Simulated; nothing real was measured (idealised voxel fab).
Process module heading - voxel transistor to metal
Xsec cut, 160 nm wide, square cell size 5 nm.
If you're reading a cross-section in this doc, picture square cells in a grid; it comes to you as bands, top ones listed first down to the bottom, and a band can be one or more rows of cells. Band: top height; bottom height; in nm. Then, left to right: material with width in nm, for each material. "full width": a single material spanning edge to edge. "blank": empty space. Height is counted from the level 0, under which the received wafer is composed throughout of one material. The lowest of the bands is not closed at the bottom but continues downward, in the notation "0 nm and below". Width: "30 to 40" (first number = top row, second number = bottom row, same change from row to row of cells). "no alteration", as given for a step, is the statement that not any cell of the cross-section underwent a change during that step. "Sealed void list" specifies each empty space that is not open to the top and that occupies no fewer than 8 cells, using the form width x height at distance, the distance measured from the left edge and all three quantities in nm. Note: text after step settings on the step line = simulator remark on that step. If you see "overlay nm" on a step's line and that step has a mask, it's telling you how far right of where it was planned the mask ended up; a negative number means it went left instead.

plan:
1 RECEIVE, material Si
2 OXIDIZE, depth nm 5
3 CONFORMAL_DEP, material SiN, thk nm 10
4 MASKED_ETCH, tone cover, mask id ACTIVE, width nm 110, etch materials SiN, depth nm 10, overlay nm 0
5 MASKED_ETCH, tone cover, mask id ACTIVE, width nm 110, etch materials SiO2, depth nm 5, overlay nm 0
6 MASKED_ETCH, tone cover, mask id ACTIVE, width nm 100, etch materials Si, depth nm 35, overlay nm 0
7 FILL_DEP, material SiO2, thk nm 15
8 CMP, height nm 10
9 SELECTIVE_ETCH, etch materials SiO2, depth nm 5
10 STRIP, etch materials SiN
11 SELECTIVE_ETCH, etch materials SiO2, depth nm 5
12 OXIDIZE, depth nm 5
13 DIRECTIONAL_DEP, material polySi, thk nm 30
14 DIRECTIONAL_DEP, material SiCN, thk nm 15
15 DIRECTIONAL_DEP, material aC, thk nm 15
16 PATTERN, tone cover, mask id GATE, material resist, width nm 20, thk nm 30, overlay nm 0
17 DIRECTIONAL_ETCH, etch materials aC, depth nm 15
18 STRIP, etch materials resist
19 DIRECTIONAL_ETCH, etch materials SiCN, depth nm 25
20 DIRECTIONAL_ETCH, etch materials polySi, depth nm 40
21 STRIP, etch materials aC
22 CONFORMAL_DEP, material SiO2, thk nm 5
23 DIRECTIONAL_ETCH, etch materials SiO2, depth nm 5
24 CONFORMAL_DEP, material SiN, thk nm 5
25 DIRECTIONAL_ETCH, etch materials SiN, depth nm 5
26 DIRECTIONAL_ETCH, etch materials SiO2, depth nm 5
27 DIRECTIONAL_ETCH, etch materials Si, depth nm 10
28 EPI, material SiGe, thk nm 15
29 FILL_DEP, material SiO2, thk nm 5
30 CMP, height nm 40
31 DIRECTIONAL_DEP, material SiO2, thk nm 10
32 DIRECTIONAL_DEP, material aC, thk nm 10
33 PATTERN, tone open, mask id CONTACT, material resist, width nm 20, pitch nm 70, thk nm 30, overlay nm 0
34 DIRECTIONAL_ETCH, etch materials aC, depth nm 10
35 STRIP, etch materials resist
36 DIRECTIONAL_ETCH, etch materials SiO2, depth nm 45
37 STRIP, etch materials aC
38 CONFORMAL_DEP, material TiN, thk nm 5
39 FILL_DEP, material W, thk nm 10
40 CMP, height nm 50
41 CONFORMAL_DEP, material SiCN, thk nm 5
42 DIRECTIONAL_DEP, material lowk, thk nm 15
43 DIRECTIONAL_DEP, material aC, thk nm 15
44 PATTERN, tone open, mask id METAL_1, material resist, width nm 20, pitch nm 70, thk nm 35, overlay nm 0
45 DIRECTIONAL_ETCH, etch materials aC, depth nm 15
46 STRIP, etch materials resist
47 DIRECTIONAL_ETCH, etch materials lowk, depth nm 15
48 DIRECTIONAL_ETCH, etch materials SiCN, depth nm 5
49 STRIP, etch materials aC
50 CONFORMAL_DEP, material TiN, thk nm 5
51 FILL_DEP, material Cu, thk nm 5
52 CMP, height nm 70
53 CONFORMAL_DEP, material SiCN, thk nm 5
54 DIRECTIONAL_DEP, material SiO2, thk nm 30
55 MASKED_ETCH, tone open, mask id METAL_2, width nm 20, pitch nm 70, etch materials SiO2, depth nm 20, overlay nm 0
56 PATTERN, tone open, mask id METAL_2_HOLES, material resist, width nm 15, pitch nm 70, thk nm 15, overlay nm 0
57 DIRECTIONAL_ETCH, etch materials SiO2, depth nm 10
58 DIRECTIONAL_ETCH, etch materials SiCN, depth nm 5
59 STRIP, etch materials resist
60 CONFORMAL_DEP, material TiN, thk nm 5
61 FILL_DEP, material Cu, thk nm 5
62 CMP, height nm 105
63 CONFORMAL_DEP, material SiN, thk nm 5
Same starting wafers, different width nm at step 6. Plan value belongs to the first wafer.

The first of several wafers in cross-section, exactly as it reached us after step 1:
- 0 nm and below | Si full width
- Sealed void list: none

Wafer cross-section (first of several) - module end, post step 63 (last step):
- 110 nm to 105 nm | SiN full width
- 105 nm to 90 nm | SiO2 (35), then TiN (5), then Cu (10), then TiN (5), then SiO2 (50), then TiN (5), then Cu (10), then TiN (5), then SiO2 (35)
- 90 nm to 85 nm | SiO2 (35), then TiN (5), then Cu (5), then TiN (10), then SiO2 (50), then TiN (5), then Cu (5), then TiN (10), then SiO2 (35)
- 85 nm to 75 nm | SiO2 (35), then TiN (5), then Cu (5), then TiN (5), then SiO2 (55), then TiN (5), then Cu (5), then TiN (5), then SiO2 (40)
- 75 nm to 70 nm | SiCN (35), then TiN (15), then SiCN (55), then TiN (15), then SiCN (40)
- 70 nm to 55 nm | lowk (35), then TiN (5), then Cu (10), then TiN (5), then lowk (50), then TiN (5), then Cu (10), then TiN (5), then lowk (35)
- 55 nm to 50 nm | SiCN (35), then TiN (20), then SiCN (50), then TiN (20), then SiCN (35)
- 50 nm to 40 nm | SiO2 (35), then TiN (5), then W (10), then TiN (5), then SiO2 (50), then TiN (5), then W (10), then TiN (5), then SiO2 (35)
- 40 nm to 25 nm | SiO2 (35), then TiN (5), then W (10), then TiN (5), then SiO2 (5), then SiN (5), then SiO2 (5), then SiCN (20), then SiO2 (5), then SiN (5), then SiO2 (5), then TiN (5), then W (10), then TiN (5), then SiO2 (35)
- 25 nm to 10 nm | SiO2 (35), then TiN (5), then W (10), then TiN (5), then SiO2 (5), then SiN (5), then SiO2 (5), then polySi (20), then SiO2 (5), then SiN (5), then SiO2 (5), then TiN (5), then W (10), then TiN (5), then SiO2 (35)
- 10 nm to 5 nm | SiO2 (35), then TiN (20), then SiO2 (5), then SiN (5), then SiO2 (5), then polySi (20), then SiO2 (5), then SiN (5), then SiO2 (5), then TiN (20), then SiO2 (35)
- 5 nm to 0 nm | SiO2 (25), then SiGe (35), then SiN (5), then SiO2 (5), then polySi (20), then SiO2 (5), then SiN (5), then SiGe (35), then SiO2 (25)
- 0 nm to -5 nm | SiO2 (25), then SiN (5), then SiGe (30), then SiN (5), then SiO2 (5), then polySi (20), then SiO2 (5), then SiN (5), then SiGe (30), then SiN (5), then SiO2 (25)
- -5 nm to -10 nm | SiO2 (30), then SiGe (30), then SiO2 (40), then SiGe (30), then SiO2 (30)
- -10 nm to -20 nm | SiO2 (25), then Si (5), then SiGe (30), then Si (40), then SiGe (30), then Si (5), then SiO2 (25)
- -20 nm to -40 nm | SiO2 (25), then Si (110), then SiO2 (25)
- -40 nm and below | Si full width
- Sealed void list: none

End of module: cross-section, last of several wafers:
- 110 nm to 105 nm | SiN full width
- 105 nm to 90 nm | SiO2 (35), then TiN (5), then Cu (10), then TiN (5), then SiO2 (50), then TiN (5), then Cu (10), then TiN (5), then SiO2 (35)
- 90 nm to 85 nm | SiO2 (35), then TiN (5), then Cu (5), then TiN (10), then SiO2 (50), then TiN (5), then Cu (5), then TiN (10), then SiO2 (35)
- 85 nm to 75 nm | SiO2 (35), then TiN (5), then Cu (5), then TiN (5), then SiO2 (55), then TiN (5), then Cu (5), then TiN (5), then SiO2 (40)
- 75 nm to 70 nm | SiCN (35), then TiN (15), then SiCN (55), then TiN (15), then SiCN (40)
- 70 nm to 55 nm | lowk (35), then TiN (5), then Cu (10), then TiN (5), then lowk (50), then TiN (5), then Cu (10), then TiN (5), then lowk (35)
- 55 nm to 50 nm | SiCN (35), then TiN (20), then SiCN (50), then TiN (20), then SiCN (35)
- 50 nm to 40 nm | SiO2 (35), then TiN (5), then W (10), then TiN (5), then SiO2 (50), then TiN (5), then W (10), then TiN (5), then SiO2 (35)
- 40 nm to 25 nm | SiO2 (35), then TiN (5), then W (10), then TiN (5), then SiO2 (5), then SiN (5), then SiO2 (5), then SiCN (20), then SiO2 (5), then SiN (5), then SiO2 (5), then TiN (5), then W (10), then TiN (5), then SiO2 (35)
- 25 nm to 10 nm | SiO2 (35), then TiN (5), then W (10), then TiN (5), then SiO2 (5), then SiN (5), then SiO2 (5), then polySi (20), then SiO2 (5), then SiN (5), then SiO2 (5), then TiN (5), then W (10), then TiN (5), then SiO2 (35)
- 10 nm to 5 nm | SiO2 (35), then TiN (20), then SiO2 (5), then SiN (5), then SiO2 (5), then polySi (20), then SiO2 (5), then SiN (5), then SiO2 (5), then TiN (20), then SiO2 (35)
- 5 nm to 0 nm | SiO2 (25), then SiGe (35), then SiN (5), then SiO2 (5), then polySi (20), then SiO2 (5), then SiN (5), then SiGe (35), then SiO2 (25)
- 0 nm to -5 nm | SiO2 (25), then SiN (5), then SiGe (30), then SiN (5), then SiO2 (5), then polySi (20), then SiO2 (5), then SiN (5), then SiGe (30), then SiN (5), then SiO2 (25)
- -5 nm to -10 nm | SiO2 (30), then SiGe (30), then SiO2 (40), then SiGe (30), then SiO2 (30)
- -10 nm to -20 nm | SiO2 (20), then Si (10), then SiGe (30), then Si (40), then SiGe (30), then Si (15), then SiO2 (15)
- -20 nm to -40 nm | SiO2 (20), then Si (125), then SiO2 (15)
- -40 nm and below | Si full width
- Sealed void list: none

Note: the following table is arranged by wafer, a row apiece. Each row reports the end-of-module state: per material, cells gained (+) or cells lost (-) compared with the wafer as received; closed voids follow:
width nm 100, +30 Cu, -148 Si, +62 SiCN, +62 SiGe, +52 SiN, +426 SiO2, +92 TiN, +32 W, +72 lowk, +24 polySi, Sealed void list: none
width nm 105, +30 Cu, -148 Si, +62 SiCN, +62 SiGe, +52 SiN, +426 SiO2, +92 TiN, +32 W, +72 lowk, +24 polySi, Sealed void list: none
width nm 110, +30 Cu, -148 Si, +62 SiCN, +62 SiGe, +52 SiN, +426 SiO2, +92 TiN, +32 W, +72 lowk, +24 polySi, Sealed void list: none
width nm 115, +30 Cu, -142 Si, +62 SiCN, +62 SiGe, +52 SiN, +420 SiO2, +92 TiN, +32 W, +72 lowk, +24 polySi, Sealed void list: none
width nm 120, +30 Cu, -136 Si, +62 SiCN, +62 SiGe, +52 SiN, +414 SiO2, +92 TiN, +32 W, +72 lowk, +24 polySi, Sealed void list: none
width nm 125, +30 Cu, -130 Si, +62 SiCN, +62 SiGe, +52 SiN, +408 SiO2, +92 TiN, +32 W, +72 lowk, +24 polySi, Sealed void list: none
